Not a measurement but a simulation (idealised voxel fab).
Process module in this document: voxel spacer lines
Xsec cut, 240 nm wide, square cell size 5 nm.
In this document a cross-section is written as a grid of square cells. It is given as a series of bands, listed from the top down, and a band is one or more rows of cells.
The band entry comprises the height of the band's top followed by the height of its bottom, expressed in nm, and subsequently the band's materials from left to right, each stated together with its width in nm. Where a single material is marked with the word "full width", that material fills the band from edge to edge. The word "blank" represents empty space.
Heights are reckoned from 0. Under this level, the received wafer is all of one material. The bottommost band is open-ended downward, for example "from 0 down".
The two numbers in a width such as "30 to 40" mark its ends across the band: the first belongs to the top row of cells, the second to the bottom row, and from each row to the next the width moves by the same amount.
Key: "no modification" - step with no changed cell in the cross-section.
Any empty space of 8 cells or more lacking an open way to the top shows up in "Closed void catalog" as width x height at distance, distance from the left edge, in nm.
On a step's line, text after the settings is the simulator commenting on that step.
overlay nm: step with mask; distance mask lay right of planned place; negative value = left of planned place.

PLANNED PROCESS STEPS
1: RECEIVE [material Si]
2: CONFORMAL_DEP [material Al2O3] [thk nm 10]
3: DIRECTIONAL_DEP [material polySi] [thk nm 15]
4: DIRECTIONAL_DEP [material aC] [thk nm 25]
5: PATTERN [tone cover] [mask id MANDREL] [material resist] [width nm 25] [pitch nm 70] [thk nm 30] [overlay nm 0]
6: DIRECTIONAL_ETCH [etch materials aC] [depth nm 25]
7: STRIP [etch materials resist]
8: CONFORMAL_DEP [material SiN] [thk nm 10]
9: DIRECTIONAL_ETCH [etch materials SiN] [depth nm 10]
10: STRIP [etch materials aC]
11: DIRECTIONAL_ETCH [etch materials polySi] [depth nm 15]
12: STRIP [etch materials SiN]

THE CROSS-SECTION HERE SHOWS THE WAFER AS RECEIVED, I.E. IN ITS STATE AFTER STEP 1
> from 0 down: Si full width
> Closed void catalog: none

ONE MISTAKE IN RUNNING THE MODULE, OTHERWISE START AND PLAN AS ABOVE: CROSS-SECTION AT THE END
> from 25 to 15: Al2O3 full width
> from 15 to 0: polySi full width
> from 0 down: Si full width
> Closed void catalog: none
Misprocessing identified: deviation from plan: step 3 and step 2 executed in one another's positions
